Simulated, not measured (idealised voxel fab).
The process module presented herein is designated voxel gate over fins.
Square cell edge 5 nm, section width 175 nm, ID cut.
The cross-sections in this document take the form of a grid made of square cells. They are written out as bands, in order from top to bottom. Each band consists of one or more rows of cells.
Within each band entry, the heights of the top and of the bottom of the band appear first, in that order and in nm; the materials of the band then follow from left to right, each with its corresponding width in nm. The designation "throughout" on a single material indicates that it fills the band from edge to edge; the designation "air" indicates empty space.
We count height from 0. Below that, the starting wafer is all one material. The lowest band never ends at the bottom but goes on down; see "top 0, no bottom" for how that is written.
You'd read "30->40" like this: the band's top row of cells is as wide as the first number, its bottom row is as wide as the second, and going down, every row changes width by the same amount as the row before did.
The cross-section has no changed cell in any step marked "same as before".
Entry "Sealed void inventory" = empty spaces >= 8 cells with no open way to the top; each as width x height at distance, distance from left edge, all nm.
Anything after a step's settings on that line? It's the simulator's own note about the step.
What "overlay nm" on a step's line means: if the step has a mask, that mask lay this far to the right of its planned place, or, when the value is negative, to the left.
Note on reading: below, each pair holds a cross-section from before one process step and one from after it; the one from after shows only down to the lowest band that changed. Beneath the pair, the step in between is stated along with its settings. The pairs can stem from different runs of this module on the same starting wafer. Where a pair's entry headed "Pre-process cross-section" says so, and only there, that pair continues from the pair above it.
Pre-process cross-section
- top 0, bottom -15 = 50 of air, then 5 of Si, then 30 of air, then 5 of Si, then 30 of air, then 5 of Si, then 50 of air
- top -15, bottom -35 = 50 of SiO2, then 5 of Si, then 30 of SiO2, then 5 of Si, then 30 of SiO2, then 5 of Si, then 50 of SiO2
- top -35, no bottom = Si throughout
- Sealed void inventory: none
Post-Step Geometry
- top 15, bottom 0 = 35 of air, then 105 of HfO2, then 35 of air
- top 0, bottom -15 = 50 of HfO2, then 5 of Si, then 30 of HfO2, then 5 of Si, then 30 of HfO2, then 5 of Si, then 50 of HfO2
- Below -15, the layers are the same as they were.
- Sealed void inventory: none
Processing between the before and after sections above: op CONFORMAL_DEP | material HfO2 | thk nm 15
Pre-process cross-section: equal to the after panel directly above.
Post-Step Geometry
- top 20, bottom 15 = 30 of air, then 115 of TiN, then 30 of air
- top 15, bottom 5 = 30 of air, then 5 of TiN, then 105 of HfO2, then 5 of TiN, then 30 of air
- top 5, bottom 0 = 35 of TiN, then 105 of HfO2, then 35 of TiN
- Below 0, the layers are the same as they were.
- Sealed void inventory: none
Processing between the before and after sections above: op CONFORMAL_DEP | material TiN | thk nm 5
Pre-process cross-section: equal to the after panel directly above.
Post-Step Geometry
- top 25, bottom 20 = 25 of air, then 125 of TiAl, then 25 of air
- top 20, bottom 15 = 25 of air, then 5 of TiAl, then 115 of TiN, then 5 of TiAl, then 25 of air
- top 15, bottom 10 = 25 of air, then 5 of TiAl, then 5 of TiN, then 105 of HfO2, then 5 of TiN, then 5 of TiAl, then 25 of air
- top 10, bottom 5 = 30 of TiAl, then 5 of TiN, then 105 of HfO2, then 5 of TiN, then 30 of TiAl
- Below 5, the layers are the same as they were.
- Sealed void inventory: none
Processing between the before and after sections above: op CONFORMAL_DEP | material TiAl | thk nm 5
Pre-process cross-section: equal to the after panel directly above.
Post-Step Geometry
- top 30, bottom 25 = 20 of air, then 135 of TiN, then 20 of air
- top 25, bottom 20 = 20 of air, then 5 of TiN, then 125 of TiAl, then 5 of TiN, then 20 of air
- top 20, bottom 15 = 20 of air, then 5 of TiN, then 5 of TiAl, then 115 of TiN, then 5 of TiAl, then 5 of TiN, then 20 of air
- top 15, bottom 10 = 25 of TiN, then 5 of TiAl, then 5 of TiN, then 105 of HfO2, then 5 of TiN, then 5 of TiAl, then 25 of TiN
- Below 10, the layers are the same as they were.
- Sealed void inventory: none
Processing between the before and after sections above: op CONFORMAL_DEP | material TiN | thk nm 5
Pre-process cross-section: equal to the after panel directly above.
Post-Step Geometry
- top 45, bottom 30 = W throughout
- top 30, bottom 25 = 20 of W, then 135 of TiN, then 20 of W
- top 25, bottom 20 = 20 of W, then 5 of TiN, then 125 of TiAl, then 5 of TiN, then 20 of W
- top 20, bottom 15 = 20 of W, then 5 of TiN, then 5 of TiAl, then 115 of TiN, then 5 of TiAl, then 5 of TiN, then 20 of W
- Below 15, the layers are the same as they were.
- Sealed void inventory: none
Processing between the before and after sections above: op FILL_DEP | material W | thk nm 15
Pre-process cross-section: equal to the after panel directly above.
Post-Step Geometry
- top 30, bottom 25 = 20 of W, then 135 of TiN, then 20 of W
- Below 25, the layers are the same as they were.
- Sealed void inventory: none
Processing between the before and after sections above: op CMP | height nm 30
Pre-process cross-section: equal to the after panel directly above.
Post-Step Geometry
- top 40, bottom 30 = SiCN throughout
- Below 30, the layers are the same as they were.
- Sealed void inventory: none
Processing between the before and after sections above: op CONFORMAL_DEP | material SiCN | thk nm 10
Pre-process cross-section
- top 10, bottom 0 = SiN throughout
- top 0, no bottom = Si throughout
- Sealed void inventory: none
Post-Step Geometry
- top 30, bottom 10 = 45 of air, then 20 of resist, then 15 of air, then 20 of resist, then 15 of air, then 20 of resist, then 40 of air
- Below 10, the layers are the same as they were.
- Sealed void inventory: none
Processing between the before and after sections above: op PATTERN | tone cover | mask id FINS | material resist | width nm 20 | pitch nm 35 | thk nm 20 | overlay nm 0
Pre-process cross-section: equal to the after panel directly above.
Post-Step Geometry
- top 30, bottom 10 = 45 of air, then 20 of resist, then 15 of air, then 20 of resist, then 15 of air, then 20 of resist, then 40 of air
- top 10, bottom 0 = 45 of air, then 20 of SiN, then 15 of air, then 20 of SiN, then 15 of air, then 20 of SiN, then 40 of air
- Below 0, the layers are the same as they were.
- Sealed void inventory: none
Processing between the before and after sections above: op DIRECTIONAL_ETCH | etch materials SiN | depth nm 10
Pre-process cross-section: equal to the after panel directly above.
Post-Step Geometry
- top 30, bottom 10 = 45 of air, then 20 of resist, then 15 of air, then 20 of resist, then 15 of air, then 20 of resist, then 40 of air
- top 10, bottom 0 = 45 of air, then 20 of SiN, then 15 of air, then 20 of SiN, then 15 of air, then 20 of SiN, then 40 of air
- top 0, bottom -30 = 45 of air, then 20 of Si, then 15 of air, then 20 of Si, then 15 of air, then 20 of Si, then 40 of air
- Below -30, the layers are the same as they were.
- Sealed void inventory: none
Processing between the before and after sections above: op DIRECTIONAL_ETCH | etch materials Si | depth nm 30
Pre-process cross-section: equal to the after panel directly above.
Post-Step Geometry
- top 10, bottom 0 = 45 of air, then 20 of SiN, then 15 of air, then 20 of SiN, then 15 of air, then 20 of SiN, then 40 of air
- Below 0, the layers are the same as they were.
- Sealed void inventory: none
Processing between the before and after sections above: op STRIP | etch materials resist
Pre-process cross-section: equal to the after panel directly above.
Post-Step Geometry
- top 10, bottom 0 = 45 of air, then 20 of SiN, then 15 of air, then 20 of SiN, then 15 of air, then 20 of SiN, then 40 of air
- top 0, bottom -30 = 45 of air, then 5 of SiO2, then 10 of Si, then 5 of SiO2, then 15 of air, then 5 of SiO2, then 10 of Si, then 5 of SiO2, then 15 of air, then 5 of SiO2, then 10 of Si, then 5 of SiO2, then 40 of air
- top -30, bottom -35 = 50 of SiO2, then 10 of Si, then 25 of SiO2, then 10 of Si, then 25 of SiO2, then 10 of Si, then 45 of SiO2
- Below -35, the layers are the same as they were.
- Sealed void inventory: none
Processing between the before and after sections above: op OXIDIZE | depth nm 5
Pre-process cross-section: equal to the after panel directly above.
Post-Step Geometry
- top 25, bottom 10 = SiO2 throughout
- top 10, bottom 0 = 45 of SiO2, then 20 of SiN, then 15 of SiO2, then 20 of SiN, then 15 of SiO2, then 20 of SiN, then 40 of SiO2
- top 0, bottom -35 = 50 of SiO2, then 10 of Si, then 25 of SiO2, then 10 of Si, then 25 of SiO2, then 10 of Si, then 45 of SiO2
- Below -35, the layers are the same as they were.
- Sealed void inventory: none
Processing between the before and after sections above: op FILL_DEP | material SiO2 | thk nm 15
Pre-process cross-section: equal to the after panel directly above.
Post-Step Geometry
- top 10, bottom 0 = 45 of SiO2, then 20 of SiN, then 15 of SiO2, then 20 of SiN, then 15 of SiO2, then 20 of SiN, then 40 of SiO2
- Below 0, the layers are the same as they were.
- Sealed void inventory: none
Processing between the before and after sections above: op CMP | height nm 10
Pre-process cross-section: equal to the after panel directly above.
Post-Step Geometry
- top 10, bottom 0 = 45 of air, then 20 of SiN, then 15 of air, then 20 of SiN, then 15 of air, then 20 of SiN, then 40 of air
- top 0, bottom -15 = 50 of air, then 10 of Si, then 25 of air, then 10 of Si, then 25 of air, then 10 of Si, then 45 of air
- Below -15, the layers are the same as they were.
- Sealed void inventory: none
Processing between the before and after sections above: op SELECTIVE_ETCH | etch materials SiO2 | depth nm 25
Pre-process cross-section: equal to the after panel directly above.
Post-Step Geometry
- top 0, bottom -15 = 50 of air, then 10 of Si, then 25 of air, then 10 of Si, then 25 of air, then 10 of Si, then 45 of air
- Below -15, the layers are the same as they were.
- Sealed void inventory: none
Processing between the before and after sections above: op STRIP | etch materials SiN
Pre-process cross-section: equal to the after panel directly above.
Post-Step Geometry
- top 5, bottom 0 = 45 of air, then 20 of HfO2, then 15 of air, then 20 of HfO2, then 15 of air, then 20 of HfO2, then 40 of air
- top 0, bottom -10 = 45 of air, then 5 of HfO2, then 10 of Si, then 5 of HfO2, then 15 of air, then 5 of HfO2, then 10 of Si, then 5 of HfO2, then 15 of air, then 5 of HfO2, then 10 of Si, then 5 of HfO2, then 40 of air
- top -10, bottom -15 = 50 of HfO2, then 10 of Si, then 25 of HfO2, then 10 of Si, then 25 of HfO2, then 10 of Si, then 45 of HfO2
- Below -15, the layers are the same as they were.
- Sealed void inventory: none
Processing between the before and after sections above: op CONFORMAL_DEP | material HfO2 | thk nm 5
Pre-process cross-section: equal to the after panel directly above.
Post-Step Geometry
- top 10, bottom 5 = 40 of air, then 30 of TiN, then 5 of air, then 30 of TiN, then 5 of air, then 30 of TiN, then 35 of air
- top 5, bottom 0 = 40 of air, then 5 of TiN, then 20 of HfO2, then 5 of TiN, then 5 of air, then 5 of TiN, then 20 of HfO2, then 5 of TiN, then 5 of air, then 5 of TiN, then 20 of HfO2, then 5 of TiN, then 35 of air
- top 0, bottom -5 = 40 of air, then 5 of TiN, then 5 of HfO2, then 10 of Si, then 5 of HfO2, then 5 of TiN, then 5 of air, then 5 of TiN, then 5 of HfO2, then 10 of Si, then 5 of HfO2, then 5 of TiN, then 5 of air, then 5 of TiN, then 5 of HfO2, then 10 of Si, then 5 of HfO2, then 5 of TiN, then 35 of air
- top -5, bottom -10 = 45 of TiN, then 5 of HfO2, then 10 of Si, then 5 of HfO2, then 15 of TiN, then 5 of HfO2, then 10 of Si, then 5 of HfO2, then 15 of TiN, then 5 of HfO2, then 10 of Si, then 5 of HfO2, then 40 of TiN
- Below -10, the layers are the same as they were.
- Sealed void inventory: none
Processing between the before and after sections above: op CONFORMAL_DEP | material TiN | thk nm 5
Pre-process cross-section: equal to the after panel directly above.
Post-Step Geometry
- top 15, bottom 10 = 35 of air, then 110 of TiAl, then 30 of air
- top 10, bottom 5 = 35 of air, then 5 of TiAl, then 30 of TiN, then 5 of TiAl, then 30 of TiN, then 5 of TiAl, then 30 of TiN, then 5 of TiAl, then 30 of air
- top 5, bottom 0 = 35 of air, then 5 of TiAl, then 5 of TiN, then 20 of HfO2, then 5 of TiN, then 5 of TiAl, then 5 of TiN, then 20 of HfO2, then 5 of TiN, then 5 of TiAl, then 5 of TiN, then 20 of HfO2, then 5 of TiN, then 5 of TiAl, then 30 of air
- top 0, bottom -5 = 40 of TiAl, then 5 of TiN, then 5 of HfO2, then 10 of Si, then 5 of HfO2, then 5 of TiN, then 5 of TiAl, then 5 of TiN, then 5 of HfO2, then 10 of Si, then 5 of HfO2, then 5 of TiN, then 5 of TiAl, then 5 of TiN, then 5 of HfO2, then 10 of Si, then 5 of HfO2, then 5 of TiN, then 35 of TiAl
- Below -5, the layers are the same as they were.
- Sealed void inventory: none
Processing between the before and after sections above: op CONFORMAL_DEP | material TiAl | thk nm 5
Pre-process cross-section: equal to the after panel directly above.
Post-Step Geometry
- top 20, bottom 15 = 30 of air, then 120 of TiN, then 25 of air
- top 15, bottom 10 = 30 of air, then 5 of TiN, then 110 of TiAl, then 5 of TiN, then 25 of air
- top 10, bottom 5 = 30 of air, then 5 of TiN, then 5 of TiAl, then 30 of TiN, then 5 of TiAl, then 30 of TiN, then 5 of TiAl, then 30 of TiN, then 5 of TiAl, then 5 of TiN, then 25 of air
- top 5, bottom 0 = 35 of TiN, then 5 of TiAl, then 5 of TiN, then 20 of HfO2, then 5 of TiN, then 5 of TiAl, then 5 of TiN, then 20 of HfO2, then 5 of TiN, then 5 of TiAl, then 5 of TiN, then 20 of HfO2, then 5 of TiN, then 5 of TiAl, then 30 of TiN
- Below 0, the layers are the same as they were.
- Sealed void inventory: none
Processing between the before and after sections above: op CONFORMAL_DEP | material TiN | thk nm 5
Pre-process cross-section: equal to the after panel directly above.
Post-Step Geometry
- top 35, bottom 20 = W throughout
- top 20, bottom 15 = 30 of W, then 120 of TiN, then 25 of W
- top 15, bottom 10 = 30 of W, then 5 of TiN, then 110 of TiAl, then 5 of TiN, then 25 of W
- top 10, bottom 5 = 30 of W, then 5 of TiN, then 5 of TiAl, then 30 of TiN, then 5 of TiAl, then 30 of TiN, then 5 of TiAl, then 30 of TiN, then 5 of TiAl, then 5 of TiN, then 25 of W
- Below 5, the layers are the same as they were.
- Sealed void inventory: none
Processing between the before and after sections above: op FILL_DEP | material W | thk nm 15
Pre-process cross-section: equal to the after panel directly above.
Post-Step Geometry
- top 30, bottom 20 = W throughout
- Below 20, the layers are the same as they were.
- Sealed void inventory: none
Processing between the before and after sections above: op CMP | height nm 30
Pre-process cross-section: equal to the after panel directly above.
Post-Step Geometry
- top 40, bottom 30 = SiCN throughout
- Below 30, the layers are the same as they were.
- Sealed void inventory: none
Processing between the before and after sections above: op CONFORMAL_DEP | material SiCN | thk nm 10
Pre-process cross-section
- top 10, bottom 0 = SiN throughout
- top 0, no bottom = Si throughout
- Sealed void inventory: none
Post-Step Geometry
- top 30, bottom 10 = 35 of air, then 15 of resist, then 20 of air, then 15 of resist, then 20 of air, then 15 of resist, then 55 of air
- Below 10, the layers are the same as they were.
- Sealed void inventory: none
Processing between the before and after sections above: op PATTERN | tone cover | mask id FINS | material resist | width nm 15 | pitch nm 35 | thk nm 20 | overlay nm -10
Pre-process cross-section: equal to the after panel directly above.
Post-Step Geometry
- top 30, bottom 10 = 35 of air, then 15 of resist, then 20 of air, then 15 of resist, then 20 of air, then 15 of resist, then 55 of air
- top 10, bottom 0 = 35 of air, then 15 of SiN, then 20 of air, then 15 of SiN, then 20 of air, then 15 of SiN, then 55 of air
- Below 0, the layers are the same as they were.
- Sealed void inventory: none
Processing between the before and after sections above: op DIRECTIONAL_ETCH | etch materials SiN | depth nm 10
Pre-process cross-section: equal to the after panel directly above.
Post-Step Geometry
- top 30, bottom 10 = 35 of air, then 15 of resist, then 20 of air, then 15 of resist, then 20 of air, then 15 of resist, then 55 of air
- top 10, bottom 0 = 35 of air, then 15 of SiN, then 20 of air, then 15 of SiN, then 20 of air, then 15 of SiN, then 55 of air
- top 0, bottom -30 = 35 of air, then 15 of Si, then 20 of air, then 15 of Si, then 20 of air, then 15 of Si, then 55 of air
- Below -30, the layers are the same as they were.
- Sealed void inventory: none
Processing between the before and after sections above: op DIRECTIONAL_ETCH | etch materials Si | depth nm 30
Pre-process cross-section: equal to the after panel directly above.
Post-Step Geometry
- top 10, bottom 0 = 35 of air, then 15 of SiN, then 20 of air, then 15 of SiN, then 20 of air, then 15 of SiN, then 55 of air
- Below 0, the layers are the same as they were.
- Sealed void inventory: none
Processing between the before and after sections above: op STRIP | etch materials resist
Pre-process cross-section: equal to the after panel directly above.
Post-Step Geometry
- top 10, bottom 0 = 35 of air, then 15 of SiN, then 20 of air, then 15 of SiN, then 20 of air, then 15 of SiN, then 55 of air
- top 0, bottom -30 = 35 of air, then 5 of SiO2, then 5 of Si, then 5 of SiO2, then 20 of air, then 5 of SiO2, then 5 of Si, then 5 of SiO2, then 20 of air, then 5 of SiO2, then 5 of Si, then 5 of SiO2, then 55 of air
- top -30, bottom -35 = 40 of SiO2, then 5 of Si, then 30 of SiO2, then 5 of Si, then 30 of SiO2, then 5 of Si, then 60 of SiO2
- Below -35, the layers are the same as they were.
- Sealed void inventory: none
Processing between the before and after sections above: op OXIDIZE | depth nm 5
Pre-process cross-section: equal to the after panel directly above.
Post-Step Geometry
- top 25, bottom 10 = SiO2 throughout
- top 10, bottom 0 = 35 of SiO2, then 15 of SiN, then 20 of SiO2, then 15 of SiN, then 20 of SiO2, then 15 of SiN, then 55 of SiO2
- top 0, bottom -35 = 40 of SiO2, then 5 of Si, then 30 of SiO2, then 5 of Si, then 30 of SiO2, then 5 of Si, then 60 of SiO2
- Below -35, the layers are the same as they were.
- Sealed void inventory: none
Processing between the before and after sections above: op FILL_DEP | material SiO2 | thk nm 15
Pre-process cross-section: equal to the after panel directly above.
Post-Step Geometry
- top 10, bottom 0 = 35 of SiO2, then 15 of SiN, then 20 of SiO2, then 15 of SiN, then 20 of SiO2, then 15 of SiN, then 55 of SiO2
- Below 0, the layers are the same as they were.
- Sealed void inventory: none
Processing between the before and after sections above: op CMP | height nm 10
Pre-process cross-section: equal to the after panel directly above.
Post-Step Geometry
- top 10, bottom 0 = 35 of air, then 15 of SiN, then 20 of air, then 15 of SiN, then 20 of air, then 15 of SiN, then 55 of air
- top 0, bottom -15 = 40 of air, then 5 of Si, then 30 of air, then 5 of Si, then 30 of air, then 5 of Si, then 60 of air
- Below -15, the layers are the same as they were.
- Sealed void inventory: none
Processing between the before and after sections above: op SELECTIVE_ETCH | etch materials SiO2 | depth nm 25
Pre-process cross-section: equal to the after panel directly above.
Post-Step Geometry
- top 0, bottom -15 = 40 of air, then 5 of Si, then 30 of air, then 5 of Si, then 30 of air, then 5 of Si, then 60 of air
- Below -15, the layers are the same as they were.
- Sealed void inventory: none
Processing between the before and after sections above: op STRIP | etch materials SiN
Pre-process cross-section: equal to the after panel directly above.
Post-Step Geometry
- top 5, bottom 0 = 35 of air, then 15 of HfO2, then 20 of air, then 15 of HfO2, then 20 of air, then 15 of HfO2, then 55 of air
- top 0, bottom -10 = 35 of air, then 5 of HfO2, then 5 of Si, then 5 of HfO2, then 20 of air, then 5 of HfO2, then 5 of Si, then 5 of HfO2, then 20 of air, then 5 of HfO2, then 5 of Si, then 5 of HfO2, then 55 of air
- top -10, bottom -15 = 40 of HfO2, then 5 of Si, then 30 of HfO2, then 5 of Si, then 30 of HfO2, then 5 of Si, then 60 of HfO2
- Below -15, the layers are the same as they were.
- Sealed void inventory: none
Processing between the before and after sections above: op CONFORMAL_DEP | material HfO2 | thk nm 5
Pre-process cross-section: equal to the after panel directly above.
Post-Step Geometry
- top 10, bottom 5 = 30 of air, then 25 of TiN, then 10 of air, then 25 of TiN, then 10 of air, then 25 of TiN, then 50 of air
- top 5, bottom 0 = 30 of air, then 5 of TiN, then 15 of HfO2, then 5 of TiN, then 10 of air, then 5 of TiN, then 15 of HfO2, then 5 of TiN, then 10 of air, then 5 of TiN, then 15 of HfO2, then 5 of TiN, then 50 of air
- top 0, bottom -5 = 30 of air, then 5 of TiN, then 5 of HfO2, then 5 of Si, then 5 of HfO2, then 5 of TiN, then 10 of air, then 5 of TiN, then 5 of HfO2, then 5 of Si, then 5 of HfO2, then 5 of TiN, then 10 of air, then 5 of TiN, then 5 of HfO2, then 5 of Si, then 5 of HfO2, then 5 of TiN, then 50 of air
- top -5, bottom -10 = 35 of TiN, then 5 of HfO2, then 5 of Si, then 5 of HfO2, then 20 of TiN, then 5 of HfO2, then 5 of Si, then 5 of HfO2, then 20 of TiN, then 5 of HfO2, then 5 of Si, then 5 of HfO2, then 55 of TiN
- Below -10, the layers are the same as they were.
- Sealed void inventory: none
Processing between the before and after sections above: op CONFORMAL_DEP | material TiN | thk nm 5
Pre-process cross-section: equal to the after panel directly above.
Post-Step Geometry
- top 15, bottom 10 = 25 of air, then 105 of TiAl, then 45 of air
- top 10, bottom 5 = 25 of air, then 5 of TiAl, then 25 of TiN, then 10 of TiAl, then 25 of TiN, then 10 of TiAl, then 25 of TiN, then 5 of TiAl, then 45 of air
- top 5, bottom 0 = 25 of air, then 5 of TiAl, then 5 of TiN, then 15 of HfO2, then 5 of TiN, then 10 of TiAl, then 5 of TiN, then 15 of HfO2, then 5 of TiN, then 10 of TiAl, then 5 of TiN, then 15 of HfO2, then 5 of TiN, then 5 of TiAl, then 45 of air
- top 0, bottom -5 = 30 of TiAl, then 5 of TiN, then 5 of HfO2, then 5 of Si, then 5 of HfO2, then 5 of TiN, then 10 of TiAl, then 5 of TiN, then 5 of HfO2, then 5 of Si, then 5 of HfO2, then 5 of TiN, then 10 of TiAl, then 5 of TiN, then 5 of HfO2, then 5 of Si, then 5 of HfO2, then 5 of TiN, then 50 of TiAl
- Below -5, the layers are the same as they were.
- Sealed void inventory: none
Processing between the before and after sections above: op CONFORMAL_DEP | material TiAl | thk nm 5
Pre-process cross-section: equal to the after panel directly above.
Post-Step Geometry
- top 20, bottom 15 = 20 of air, then 115 of TiN, then 40 of air
- top 15, bottom 10 = 20 of air, then 5 of TiN, then 105 of TiAl, then 5 of TiN, then 40 of air
- top 10, bottom 5 = 20 of air, then 5 of TiN, then 5 of TiAl, then 25 of TiN, then 10 of TiAl, then 25 of TiN, then 10 of TiAl, then 25 of TiN, then 5 of TiAl, then 5 of TiN, then 40 of air
- top 5, bottom 0 = 25 of TiN, then 5 of TiAl, then 5 of TiN, then 15 of HfO2, then 5 of TiN, then 10 of TiAl, then 5 of TiN, then 15 of HfO2, then 5 of TiN, then 10 of TiAl, then 5 of TiN, then 15 of HfO2, then 5 of TiN, then 5 of TiAl, then 45 of TiN
- Below 0, the layers are the same as they were.
- Sealed void inventory: none
Processing between the before and after sections above: op CONFORMAL_DEP | material TiN | thk nm 5
Pre-process cross-section: equal to the after panel directly above.
Post-Step Geometry
- top 35, bottom 20 = W throughout
- top 20, bottom 15 = 20 of W, then 115 of TiN, then 40 of W
- top 15, bottom 10 = 20 of W, then 5 of TiN, then 105 of TiAl, then 5 of TiN, then 40 of W
- top 10, bottom 5 = 20 of W, then 5 of TiN, then 5 of TiAl, then 25 of TiN, then 10 of TiAl, then 25 of TiN, then 10 of TiAl, then 25 of TiN, then 5 of TiAl, then 5 of TiN, then 40 of W
- Below 5, the layers are the same as they were.
- Sealed void inventory: none
Processing between the before and after sections above: op FILL_DEP | material W | thk nm 15
Pre-process cross-section: equal to the after panel directly above.
Post-Step Geometry
- top 30, bottom 20 = W throughout
- Below 20, the layers are the same as they were.
- Sealed void inventory: none
Processing between the before and after sections above: op CMP | height nm 30
Pre-process cross-section: equal to the after panel directly above.
Post-Step Geometry
- top 40, bottom 30 = SiCN throughout
- Below 30, the layers are the same as they were.
- Sealed void inventory: none
Processing between the before and after sections above: op CONFORMAL_DEP | material SiCN | thk nm 10
Pre-process cross-section
- top 30, bottom 20 = W throughout
- top 20, bottom 15 = 30 of W, then 115 of TiN, then 30 of W
- top 15, bottom 10 = 30 of W, then 5 of TiN, then 105 of TiAl, then 5 of TiN, then 30 of W
- top 10, bottom 5 = 30 of W, then 5 of TiN, then 5 of TiAl, then 25 of TiN, then 10 of TiAl, then 25 of TiN, then 10 of TiAl, then 25 of TiN, then 5 of TiAl, then 5 of TiN, then 30 of W
- top 5, bottom 0 = 35 of TiN, then 5 of TiAl, then 5 of TiN, then 15 of HfO2, then 5 of TiN, then 10 of TiAl, then 5 of TiN, then 15 of HfO2, then 5 of TiN, then 10 of TiAl, then 5 of TiN, then 15 of HfO2, then 5 of TiN, then 5 of TiAl, then 35 of TiN
- top 0, bottom -5 = 40 of TiAl, then 5 of TiN, then 5 of HfO2, then 5 of Si, then 5 of HfO2, then 5 of TiN, then 10 of TiAl, then 5 of TiN, then 5 of HfO2, then 5 of Si, then 5 of HfO2, then 5 of TiN, then 10 of TiAl, then 5 of TiN, then 5 of HfO2, then 5 of Si, then 5 of HfO2, then 5 of TiN, then 40 of TiAl
- top -5, bottom -10 = 45 of TiN, then 5 of HfO2, then 5 of Si, then 5 of HfO2, then 20 of TiN, then 5 of HfO2, then 5 of Si, then 5 of HfO2, then 20 of TiN, then 5 of HfO2, then 5 of Si, then 5 of HfO2, then 45 of TiN
- top -10, bottom -15 = 50 of HfO2, then 5 of Si, then 30 of HfO2, then 5 of Si, then 30 of HfO2, then 5 of Si, then 50 of HfO2
- top -15, bottom -35 = 50 of SiO2, then 5 of Si, then 30 of SiO2, then 5 of Si, then 30 of SiO2, then 5 of Si, then 50 of SiO2
- top -35, no bottom = Si throughout
- Sealed void inventory: none
Post-Step Geometry
- top 40, bottom 20 = W throughout
- Below 20, the layers are the same as they were.
- Sealed void inventory: none
Processing between the before and after sections above: op CONFORMAL_DEP | material W | thk nm 10
Pre-process cross-section
- top 10, bottom 0 = SiN throughout
- top 0, no bottom = Si throughout
- Sealed void inventory: none
Post-Step Geometry
- top 30, bottom 10 = 45 of resist, then 15 of air, then 20 of resist, then 15 of air, then 20 of resist, then 15 of air, then 45 of resist
- Below 10, the layers are the same as they were.
- Sealed void inventory: none
Processing between the before and after sections above: op PATTERN | tone open | mask id FINS | material resist | width nm 15 | pitch nm 35 | thk nm 20 | overlay nm 0
Pre-process cross-section: equal to the after panel directly above.
Post-Step Geometry
- top 30, bottom 10 = 45 of resist, then 15 of air, then 20 of resist, then 15 of air, then 20 of resist, then 15 of air, then 45 of resist
- top 10, bottom 0 = 45 of SiN, then 15 of air, then 20 of SiN, then 15 of air, then 20 of SiN, then 15 of air, then 45 of SiN
- Below 0, the layers are the same as they were.
- Sealed void inventory: none
Processing between the before and after sections above: op DIRECTIONAL_ETCH | etch materials SiN | depth nm 10
Pre-process cross-section: equal to the after panel directly above.
Post-Step Geometry
- top 30, bottom 10 = 45 of resist, then 15 of air, then 20 of resist, then 15 of air, then 20 of resist, then 15 of air, then 45 of resist
- top 10, bottom 0 = 45 of SiN, then 15 of air, then 20 of SiN, then 15 of air, then 20 of SiN, then 15 of air, then 45 of SiN
- top 0, bottom -30 = 45 of Si, then 15 of air, then 20 of Si, then 15 of air, then 20 of Si, then 15 of air, then 45 of Si
- Below -30, the layers are the same as they were.
- Sealed void inventory: none
Processing between the before and after sections above: op DIRECTIONAL_ETCH | etch materials Si | depth nm 30
Pre-process cross-section: equal to the after panel directly above.
Post-Step Geometry
- top 10, bottom 0 = 45 of SiN, then 15 of air, then 20 of SiN, then 15 of air, then 20 of SiN, then 15 of air, then 45 of SiN
- Below 0, the layers are the same as they were.
- Sealed void inventory: none
Processing between the before and after sections above: op STRIP | etch materials resist
Pre-process cross-section: equal to the after panel directly above.
Post-Step Geometry
- top 10, bottom 0 = 45 of SiN, then 15 of air, then 20 of SiN, then 15 of air, then 20 of SiN, then 15 of air, then 45 of SiN
- top 0, bottom -30 = 40 of Si, then 5 of SiO2, then 15 of air, then 5 of SiO2, then 10 of Si, then 5 of SiO2, then 15 of air, then 5 of SiO2, then 10 of Si, then 5 of SiO2, then 15 of air, then 5 of SiO2, then 40 of Si
- top -30, bottom -35 = 40 of Si, then 25 of SiO2, then 10 of Si, then 25 of SiO2, then 10 of Si, then 25 of SiO2, then 40 of Si
- Below -35, the layers are the same as they were.
- Sealed void inventory: none
Processing between the before and after sections above: op OXIDIZE | depth nm 5
Pre-process cross-section: equal to the after panel directly above.
Post-Step Geometry
- top 25, bottom 10 = SiO2 throughout
- top 10, bottom 0 = 45 of SiN, then 15 of SiO2, then 20 of SiN, then 15 of SiO2, then 20 of SiN, then 15 of SiO2, then 45 of SiN
- top 0, bottom -35 = 40 of Si, then 25 of SiO2, then 10 of Si, then 25 of SiO2, then 10 of Si, then 25 of SiO2, then 40 of Si
- Below -35, the layers are the same as they were.
- Sealed void inventory: none
Processing between the before and after sections above: op FILL_DEP | material SiO2 | thk nm 15
Pre-process cross-section: equal to the after panel directly above.
Post-Step Geometry
- top 10, bottom 0 = 45 of SiN, then 15 of SiO2, then 20 of SiN, then 15 of SiO2, then 20 of SiN, then 15 of SiO2, then 45 of SiN
- Below 0, the layers are the same as they were.
- Sealed void inventory: none
Processing between the before and after sections above: op CMP | height nm 10
Pre-process cross-section: equal to the after panel directly above.
Post-Step Geometry
- top 10, bottom 0 = 45 of SiN, then 15 of air, then 20 of SiN, then 15 of air, then 20 of SiN, then 15 of air, then 45 of SiN
- top 0, bottom -15 = 40 of Si, then 25 of air, then 10 of Si, then 25 of air, then 10 of Si, then 25 of air, then 40 of Si
- Below -15, the layers are the same as they were.
- Sealed void inventory: none
Processing between the before and after sections above: op SELECTIVE_ETCH | etch materials SiO2 | depth nm 25
Pre-process cross-section: equal to the after panel directly above.
Post-Step Geometry
- top 0, bottom -15 = 40 of Si, then 25 of air, then 10 of Si, then 25 of air, then 10 of Si, then 25 of air, then 40 of Si
- Below -15, the layers are the same as they were.
- Sealed void inventory: none
Processing between the before and after sections above: op STRIP | etch materials SiN
Pre-process cross-section: equal to the after panel directly above.
Post-Step Geometry
- top 5, bottom 0 = 45 of HfO2, then 15 of air, then 20 of HfO2, then 15 of air, then 20 of HfO2, then 15 of air, then 45 of HfO2
- top 0, bottom -10 = 40 of Si, then 5 of HfO2, then 15 of air, then 5 of HfO2, then 10 of Si, then 5 of HfO2, then 15 of air, then 5 of HfO2, then 10 of Si, then 5 of HfO2, then 15 of air, then 5 of HfO2, then 40 of Si
- top -10, bottom -15 = 40 of Si, then 25 of HfO2, then 10 of Si, then 25 of HfO2, then 10 of Si, then 25 of HfO2, then 40 of Si
- Below -15, the layers are the same as they were.
- Sealed void inventory: none
Processing between the before and after sections above: op CONFORMAL_DEP | material HfO2 | thk nm 5
